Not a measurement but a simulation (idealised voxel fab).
Presented below is a process module, voxel air gaps.
The figure presents cross-section cut, which has a width of 235 nm and is divided into square cells with an edge length of 5 nm.
A cross-section is a grid of square cells, given in bands from the top down. A band is one or more rows of cells. The band entry comprises the height of the band's top followed by the height of its bottom, expressed in nm, and subsequently the band's materials from left to right, each stated together with its width in nm. Where a single material is marked with the word "all across", that material fills the band from edge to edge. The word "blank" represents empty space. Heights are reckoned from 0. Under this level, the received wafer is all of one material. The bottommost band is open-ended downward, for example "0..down". The notation "30 to 40" denotes a width that varies across the rows of cells in the band, beginning at the first number in the top row, finishing at the second number in the bottom row, and changing by an identical amount from each row to the next. "no modification", as given for a step, is the statement that not any cell of the cross-section underwent a change during that step. Each empty space that has no open way to the top and spans at least 8 cells appears under "Closed cavities" as width x height at distance, the distance counted from the left edge, all in nm. Anything after a step's settings on that line? It's the simulator's own note about the step. "overlay nm" denotes, for a step that has a mask, the displacement of the mask to the right of its planned place, with negative values corresponding to the left. Each pair of cross-sections that follows straddles one process step: the one shows the state before the step, the other the state after it, down to the lowest band that changed and no further. The step in question, and its settings, are given under the pair. Note that a pair is not necessarily a continuation of the pair above it, since pairs can come from different runs of this module on the same starting wafer; it is a continuation only where its entry headed "Before processing" says so.

**Before processing**
55..50 = blank 45 / TiN 25 / blank 15 / TiN 25 / blank 15 / TiN 25 / blank 15 / TiN 25 / blank 45
50..20 = blank 45 / TiN 5 / SiO2 15 / TiN 5 / blank 15 / TiN 5 / SiO2 15 / TiN 5 / blank 15 / TiN 5 / SiO2 15 / TiN 5 / blank 15 / TiN 5 / SiO2 15 / TiN 5 / blank 45
20..15 = TiN 50 / SiO2 15 / TiN 25 / SiO2 15 / TiN 25 / SiO2 15 / TiN 25 / SiO2 15 / TiN 50
15..10 = SiN all across
10..0 = SiO2 all across
0..down = Si all across
Closed cavities: none

**Post-Step Appearance**
60..55 = Ru all across
55..50 = Ru 45 / TiN 25 / Ru 15 / TiN 25 / Ru 15 / TiN 25 / Ru 15 / TiN 25 / Ru 45
50..20 = Ru 45 / TiN 5 / SiO2 15 / TiN 5 / Ru 15 / TiN 5 / SiO2 15 / TiN 5 / Ru 15 / TiN 5 / SiO2 15 / TiN 5 / Ru 15 / TiN 5 / SiO2 15 / TiN 5 / Ru 45
All layers under 20 are left as they were.
Closed cavities: none
Can you name the step between the two cross-sections above? It is FILL_DEP, material Ru, thk nm 5

Before processing: Reference is made to the cross-section shown after the step in the pair directly above, which represents the state prior to this step.

**Post-Step Appearance**
50..20 = Ru 45 / TiN 5 / SiO2 15 / TiN 5 / Ru 15 / TiN 5 / SiO2 15 / TiN 5 / Ru 15 / TiN 5 / SiO2 15 / TiN 5 / Ru 15 / TiN 5 / SiO2 15 / TiN 5 / Ru 45
All layers under 20 are left as they were.
Closed cavities: none
Can you name the step between the two cross-sections above? It is CMP, height nm 50

Before processing: Reference is made to the cross-section shown after the step in the pair directly above, which represents the state prior to this step.

**Post-Step Appearance**
60..50 = Ru all across
All layers under 50 are left as they were.
Closed cavities: none
Can you name the step between the two cross-sections above? It is EPI, material Ru, thk nm 10

Before processing: Reference is made to the cross-section shown after the step in the pair directly above, which represents the state prior to this step.

**Post-Step Appearance**
65..60 = SiCN all across
All layers under 60 are left as they were.
Closed cavities: none
Can you name the step between the two cross-sections above? It is CONFORMAL_DEP, material SiCN, thk nm 5
